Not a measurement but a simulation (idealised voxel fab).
process module | voxel air gaps
cross-section cut | 300 nm wide | cells 5 nm
A cross-section is a grid of square cells, given in bands from the top down. A band is one or more rows of cells.
Each band's line starts with the height of the band's top and of its bottom, in nm. Then come its materials from left to right, each with its width in nm. One material with "throughout" fills the band from edge to edge. "air" is empty space.
Height 0 is the level under which the wafer as received is all one material. The lowest band goes on downwards, as in "0 down".
A width such as "30 to 40" changes by the same amount from each row of cells to the next, from the band's top row to its bottom row.
"no change" after a step means that no cell of the cross-section changed.
closed voids: empty space of 8 cells or more with no open way to the top, each as width x height at its distance from the left edge, in nm
after a step's settings: what the simulator itself notes on the step
overlay nm, on a step with a mask: how far to the right of its planned place the mask lay; to the left if negative
plan
1 op RECEIVE | material Si
2 op CONFORMAL_DEP | material SiO2 | thk nm 15
3 op CONFORMAL_DEP | material SiN | thk nm 5
4 op DIRECTIONAL_DEP | material lowk | thk nm 30
5 op MASKED_ETCH | tone open | mask id LINES | width nm 25 | pitch nm 55 | etch materials lowk | depth nm 30 | overlay nm -15
6 op CONFORMAL_DEP | material TiN | thk nm 5
7 op FILL_DEP | material Ru | thk nm 5
8 op CMP | height nm 50
9 op EPI | material Ru | thk nm 10
10 op SELECTIVE_ETCH | etch materials lowk | depth nm 40
11 op CONFORMAL_DEP | material SiN | thk nm 5
varied across the wafers: overlay nm of step 5. The plan shows the first wafer's value. All wafers start alike
first wafer as received, after step 1
  0 down: Si throughout
  closed voids: none
each wafer at the end: cells of each material gained (+) or lost (-) since it was received, then its closed voids
overlay nm -15 | +99 Ru | +192 SiN | +180 SiO2 | +45 TiN | closed voids: 20 x 20 at 95; 20 x 20 at 150
overlay nm -10 | +99 Ru | +192 SiN | +180 SiO2 | +45 TiN | closed voids: 20 x 20 at 100; 20 x 20 at 155
overlay nm -5 | +99 Ru | +192 SiN | +180 SiO2 | +45 TiN | closed voids: 20 x 20 at 105; 20 x 20 at 160
overlay nm 0 | +99 Ru | +192 SiN | +180 SiO2 | +45 TiN | closed voids: 20 x 20 at 110; 20 x 20 at 165
overlay nm 5 | +99 Ru | +192 SiN | +180 SiO2 | +45 TiN | closed voids: 20 x 20 at 115; 20 x 20 at 170
overlay nm 10 | +99 Ru | +192 SiN | +180 SiO2 | +45 TiN | closed voids: 20 x 20 at 120; 20 x 20 at 175
overlay nm 15 | +99 Ru | +192 SiN | +180 SiO2 | +45 TiN | closed voids: 20 x 20 at 125; 20 x 20 at 180
